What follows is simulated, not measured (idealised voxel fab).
Presented below is a process module, voxel capacitor over wiring.
Xsec cut, 265 nm wide, square cell size 5 nm.
In what follows, cross-sections appear as grids of square cells, described through bands that run from the top down, where every band is one or more rows of cells. The band entry comprises the height of the band's top followed by the height of its bottom, expressed in nm, and subsequently the band's materials from left to right, each stated together with its width in nm. Where a single material is marked with the word "all across", that material fills the band from edge to edge. The word "blank" represents empty space. The level at which height equals 0 is the one under which the wafer, as it arrives, is entirely one material. No lower edge exists for the bottom band, which continues downward and is notated as in "top 0, no bottom". Width: "30..40" (first number = top row, second number = bottom row, same change from row to row of cells). "identical to before" after a step means that no cell of the cross-section changed. "Sealed internal cavities" means: voids of 8 cells or more that are shut off from the top with no open way through. Written width x height at distance, distance from the left edge, in nm. That trailing text on a step's line, after the settings, is the simulator's own remark on the step. overlay nm: how far to the right of its planned place the mask lay on this masked step (negative: to the left).

The following list gives the planned process steps
1,RECEIVE with material Si
2,CONFORMAL_DEP with material SiO2, thk nm 15
3,CONFORMAL_DEP with material SiN, thk nm 5
4,DIRECTIONAL_DEP with material lowk, thk nm 25
5,PATTERN with tone open, mask id METAL_1, material resist, width nm 30, pitch nm 85, thk nm 15, overlay nm 0
6,DIRECTIONAL_ETCH with etch materials lowk, depth nm 25
7,DIRECTIONAL_ETCH with etch materials SiN, depth nm 5
8,STRIP with etch materials resist
9,CONFORMAL_DEP with material TiN, thk nm 5
10,FILL_DEP with material W, thk nm 10
11,CMP with height nm 45
12,EPI with material Ru, thk nm 5
13,FILL_DEP with material SiCN, thk nm 5
14,DIRECTIONAL_DEP with material lowk, thk nm 20
15,MASKED_ETCH with tone open, mask id PLUG_1, width nm 15, etch materials lowk, depth nm 20, overlay nm 0
16,MASKED_ETCH with tone open, mask id PLUG_1, width nm 15, etch materials SiCN, depth nm 5, overlay nm 0
17,CONFORMAL_DEP with material TiN, thk nm 5
18,FILL_DEP with material Cu, thk nm 5
19,CMP with height nm 75
20,DIRECTIONAL_DEP with material TiN, thk nm 10
21,DIRECTIONAL_DEP with material HfO2, thk nm 5
22,DIRECTIONAL_DEP with material TiN, thk nm 5
23,DIRECTIONAL_DEP with material aC, thk nm 15
24,PATTERN with tone cover, mask id UPPER_PLATE, material resist, width nm 60, thk nm 35, overlay nm 0
25,DIRECTIONAL_ETCH with etch materials aC, depth nm 15
26,STRIP with etch materials resist
27,DIRECTIONAL_ETCH with etch materials TiN, depth nm 5
28,DIRECTIONAL_ETCH with etch materials HfO2, depth nm 5
29,STRIP with etch materials aC
30,MASKED_ETCH with tone cover, mask id LOWER_PLATE, width nm 70, etch materials TiN, depth nm 10, overlay nm 0
31,FILL_DEP with material SiO2, thk nm 15
32,CMP with height nm 105
33,PATTERN with tone open, mask id PLUG_2, material resist, width nm 15, thk nm 15, overlay nm 0
34,DIRECTIONAL_ETCH with etch materials SiO2, depth nm 10
35,STRIP with etch materials resist
36,CONFORMAL_DEP with material TiN, thk nm 5
37,FILL_DEP with material Ru, thk nm 5
38,CMP with height nm 105
39,CONFORMAL_DEP with material SiCN, thk nm 5

So this is the incoming wafer in cross-section - it's already been through step 1
top 0, no bottom: Si all across
Sealed internal cavities: none

Result of the module, cross-sectioned: start per above, plan per above, one error in how it was run
top 110, bottom 105: SiCN all across
top 105, bottom 100: SiO2: 100; TiN: 5; Ru: 5; TiN: 5; SiO2: 150
top 100, bottom 90: SiO2: 100..90; TiN: 15..60; SiO2: 150..115
top 90, bottom 85: SiO2: 90; HfO2: 60; SiO2: 115
top 85, bottom 75: SiO2: 90; TiN: 65; SiO2: 110
top 75, bottom 55: lowk: 90; TiN: 5; Cu: 5; TiN: 5; lowk: 160
top 55, bottom 50: SiCN: 90; TiN: 15; SiCN: 160
top 50, bottom 45: SiCN: 70; Ru: 40; SiCN: 45; Ru: 40; SiCN: 70
top 45, bottom 20: lowk: 75; TiN: 5; W: 20; TiN: 5; lowk: 55; TiN: 5; W: 20; TiN: 5; lowk: 75
top 20, bottom 15: SiN: 75; TiN: 30; SiN: 55; TiN: 30; SiN: 75
top 15, bottom 0: SiO2 all across
top 0, no bottom: Si all across
Sealed internal cavities: none
So what did we get wrong on this run? step 30 deviated from plan and actually ran as MASKED_ETCH with tone cover, mask id LOWER_PLATE, width nm 65, etch materials TiN, depth nm 10, overlay nm 0
